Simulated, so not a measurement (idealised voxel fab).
process module | voxel spacer lines
Section shown: cut. Width: 200 nm. Cell size: 5 nm, square.
Throughout this document, each cross-section is represented as a grid of square cells and is presented as a sequence of bands enumerated from the top downward, where a band comprises one or more rows of cells.
Each band's line starts with the height of the band's top and of its bottom, in nm. Then come its materials from left to right, each with its width in nm. One material with "throughout" fills the band from edge to edge. "blank" is empty space.
Height reference: 0 = level under which incoming wafer is all one material. Lowest band: no bottom, runs on downward, e.g. "0 nm and below".
Quick explanation for "30->40": the width changes in equal steps down the rows of cells, from the first number in the band's top row to the second number in its bottom row.
Basically "nothing changed" means that step didn't change any cell in the cross-section.
In the "Closed internal cavities" entry, you get each enclosed empty space of 8 cells or more, one with no open way to the top, written width x height at distance, distance from the left edge, in nm.
What comes after the settings on a step's line is commentary from the simulator itself on that step.
overlay nm: right-of-plan distance of the mask on a masked step; negative values mean left-of-plan.
### Process steps foreseen in the plan
1,RECEIVE: material Si
2,CONFORMAL_DEP: material Al2O3, thk nm 5
3,DIRECTIONAL_DEP: material TiN, thk nm 20
4,DIRECTIONAL_DEP: material polySi, thk nm 20
5,PATTERN: tone cover, mask id MANDREL, material resist, width nm 20, pitch nm 70, thk nm 25, overlay nm 0
6,DIRECTIONAL_ETCH: etch materials polySi, depth nm 20
7,STRIP: etch materials resist
8,CONFORMAL_DEP: material SiO2, thk nm 15
9,DIRECTIONAL_ETCH: etch materials SiO2, depth nm 15
10,STRIP: etch materials polySi
11,DIRECTIONAL_ETCH: etch materials TiN, depth nm 20
12,STRIP: etch materials SiO2
### First out of two wafers; run went to plan
### As-received wafer cross-section (after step 1)
	0 nm and below = Si throughout
	Closed internal cavities: none
### Presented here is a cross-section of the wafer after step 2 has been performed
	5 nm to 0 nm = Al2O3 throughout
	Under 0: no change, same as before.
### Presented here is a cross-section of the wafer after step 3 has been performed
	25 nm to 5 nm = TiN throughout
	Under 5: no change, same as before.
### Presented here is a cross-section of the wafer after step 4 has been performed
	45 nm to 25 nm = polySi throughout
	Under 25: no change, same as before.
### Presented here is a cross-section of the wafer after step 5 has been performed
	70 nm to 45 nm = blank (55) / resist (20) / blank (50) / resist (20) / blank (55)
	Under 45: no change, same as before.
### Presented here is a cross-section of the wafer after step 6 has been performed
	70 nm to 45 nm = blank (55) / resist (20) / blank (50) / resist (20) / blank (55)
	45 nm to 25 nm = blank (55) / polySi (20) / blank (50) / polySi (20) / blank (55)
	Under 25: no change, same as before.
### Presented here is a cross-section of the wafer after step 7 has been performed
	45 nm to 25 nm = blank (55) / polySi (20) / blank (50) / polySi (20) / blank (55)
	Under 25: no change, same as before.
### Presented here is a cross-section of the wafer after step 8 has been performed
	60 nm to 45 nm = blank (40) / SiO2 (50) / blank (20) / SiO2 (50) / blank (40)
	45 nm to 40 nm = blank (40) / SiO2 (15) / polySi (20) / SiO2 (15) / blank (20) / SiO2 (15) / polySi (20) / SiO2 (15) / blank (40)
	40 nm to 25 nm = SiO2 (55) / polySi (20) / SiO2 (50) / polySi (20) / SiO2 (55)
	Under 25: no change, same as before.
### Presented here is a cross-section of the wafer after step 9 has been performed
	45 nm to 25 nm = blank (40) / SiO2 (15) / polySi (20) / SiO2 (15) / blank (20) / SiO2 (15) / polySi (20) / SiO2 (15) / blank (40)
	Under 25: no change, same as before.
### Presented here is a cross-section of the wafer after step 10 has been performed
	45 nm to 25 nm = blank (40) / SiO2 (15) / blank (20) / SiO2 (15) / blank (20) / SiO2 (15) / blank (20) / SiO2 (15) / blank (40)
	Under 25: no change, same as before.
### Presented here is a cross-section of the wafer after step 11 has been performed
	45 nm to 25 nm = blank (40) / SiO2 (15) / blank (20) / SiO2 (15) / blank (20) / SiO2 (15) / blank (20) / SiO2 (15) / blank (40)
	25 nm to 5 nm = blank (40) / TiN (15) / blank (20) / TiN (15) / blank (20) / TiN (15) / blank (20) / TiN (15) / blank (40)
	Under 5: no change, same as before.
### Presented here is a cross-section of the wafer after step 12 has been performed
	25 nm to 5 nm = blank (40) / TiN (15) / blank (20) / TiN (15) / blank (20) / TiN (15) / blank (20) / TiN (15) / blank (40)
	Under 5: no change, same as before.
### Notes, second wafer: start = first wafer's, plan = first wafer's, execution had one mistake; history identical to first through step 1
Cross-sectional representation of the second wafer at the time designated in the plan for the completion of step 2: nothing changed
### Cross-sectional representation of the second wafer at the time designated in the plan for the completion of step 3
	20 nm to 0 nm = TiN throughout
	Under 0: no change, same as before.
### Cross-sectional representation of the second wafer at the time designated in the plan for the completion of step 4
	40 nm to 20 nm = polySi throughout
	Under 20: no change, same as before.
### Cross-sectional representation of the second wafer at the time designated in the plan for the completion of step 5
	65 nm to 40 nm = blank (55) / resist (20) / blank (50) / resist (20) / blank (55)
	Under 40: no change, same as before.
### Cross-sectional representation of the second wafer at the time designated in the plan for the completion of step 6
	65 nm to 40 nm = blank (55) / resist (20) / blank (50) / resist (20) / blank (55)
	40 nm to 20 nm = blank (55) / polySi (20) / blank (50) / polySi (20) / blank (55)
	Under 20: no change, same as before.
### Cross-sectional representation of the second wafer at the time designated in the plan for the completion of step 7
	40 nm to 20 nm = blank (55) / polySi (20) / blank (50) / polySi (20) / blank (55)
	Under 20: no change, same as before.
### Cross-sectional representation of the second wafer at the time designated in the plan for the completion of step 8
	55 nm to 40 nm = blank (40) / SiO2 (50) / blank (20) / SiO2 (50) / blank (40)
	40 nm to 35 nm = blank (40) / SiO2 (15) / polySi (20) / SiO2 (15) / blank (20) / SiO2 (15) / polySi (20) / SiO2 (15) / blank (40)
	35 nm to 20 nm = SiO2 (55) / polySi (20) / SiO2 (50) / polySi (20) / SiO2 (55)
	Under 20: no change, same as before.
### Cross-sectional representation of the second wafer at the time designated in the plan for the completion of step 9
	40 nm to 20 nm = blank (40) / SiO2 (15) / polySi (20) / SiO2 (15) / blank (20) / SiO2 (15) / polySi (20) / SiO2 (15) / blank (40)
	Under 20: no change, same as before.
### Cross-sectional representation of the second wafer at the time designated in the plan for the completion of step 10
	40 nm to 20 nm = blank (40) / SiO2 (15) / blank (20) / SiO2 (15) / blank (20) / SiO2 (15) / blank (20) / SiO2 (15) / blank (40)
	Under 20: no change, same as before.
### Cross-sectional representation of the second wafer at the time designated in the plan for the completion of step 11
	40 nm to 20 nm = blank (40) / SiO2 (15) / blank (20) / SiO2 (15) / blank (20) / SiO2 (15) / blank (20) / SiO2 (15) / blank (40)
	20 nm to 0 nm = blank (40) / TiN (15) / blank (20) / TiN (15) / blank (20) / TiN (15) / blank (20) / TiN (15) / blank (40)
	Under 0: no change, same as before.
### Cross-sectional representation of the second wafer at the time designated in the plan for the completion of step 12
	20 nm to 0 nm = blank (40) / TiN (15) / blank (20) / TiN (15) / blank (20) / TiN (15) / blank (20) / TiN (15) / blank (40)
	Under 0: no change, same as before.
Here's what went sideways: step 2 of the plan: omitted, not performed
At the finish, the second wafer shows more or fewer cells for some materials than the first does: Al2O3: 40 fewer
